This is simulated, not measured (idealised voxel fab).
Proc. module: voxel released beams
The cross-section on display is named cut; it measures 290 nm wide, and its cells are 5 nm squares.
Cross-sections here: square-cell grids, written as top-down lists of bands, a band being one or more rows of cells. Read a band's entry like this: the first values are the height of its top and the height of its bottom in nm, and what follows is the sequence of materials from left to right, each with its width in nm. Note that "empty" is empty space, and that a single material marked "all across" reaches across the band from edge to edge. Height reference: 0 = level under which incoming wafer is all one material. Lowest band: no bottom, runs on downward, e.g. "0 -> down". Per-row width for "30->40": begins at first number (top row of band), ends at second number (bottom row), increment between rows held constant. What does "everything unchanged" mean for a step? It means no cell of the cross-section changed in that step. In the "Cavities, sealed" entry, you get each enclosed empty space of 8 cells or more, one with no open way to the top, written width x height at distance, distance from the left edge, in nm. Past the settings on a step's line: simulator remark, on that step. A step's line can hold "overlay nm"; with a mask on that step, the setting says how far right of the planned place the mask lay, while a negative setting says it lay to the left.
**The following list gives the planned process steps**
| 1 | RECEIVE [material Si] |
| 2 | CONFORMAL_DEP [material SiN] [thk nm 10] |
| 3 | DIRECTIONAL_DEP [material SiO2] [thk nm 10] |
| 4 | PATTERN [tone open] [mask id ANCHOR] [material resist] [width nm 25] [thk nm 15] [overlay nm 0] |
| 5 | DIRECTIONAL_ETCH [etch materials SiO2] [depth nm 10] |
| 6 | STRIP [etch materials resist] |
| 7 | CONFORMAL_DEP [material W] [thk nm 10] |
| 8 | PATTERN [tone cover] [mask id BEAM] [material resist] [width nm 75] [thk nm 15] [overlay nm 0] |
| 9 | DIRECTIONAL_ETCH [etch materials W] [depth nm 10] |
| 10 | STRIP [etch materials resist] |
| 11 | STRIP [etch materials SiO2] |
**As-received wafer cross-section (after step 1)**
- 0 -> down: Si all across
- Cavities, sealed: none
**First of two wafers: cross-section at end of module, run per plan**
- 30 -> 20: 105 nm empty / 15 nm W / 5 nm empty / 55 nm W / 110 nm empty
- 20 -> 10: 110 nm empty / 25 nm W / 155 nm empty
- 10 -> 0: SiN all across
- 0 -> down: Si all across
- Cavities, sealed: none
**Now the second wafer, cross-sectioned at the end of the module. Nothing different at the start, nothing different in the plan compared with the first, just one mistake when it was actually run**
- 30 -> 20: 105 nm empty / 75 nm W / 110 nm empty
- 20 -> 10: SiN all across
- 10 -> 0: SiO2 all across
- 0 -> down: Si all across
- Cavities, sealed: none
Heads up, the wafer didn't run the way we planned it: transposition of steps 2 and 3 relative to the planned sequence
Final wafer comparison in cells, second versus first, more or fewer per material: SiO2: 116 more; W: 8 fewer
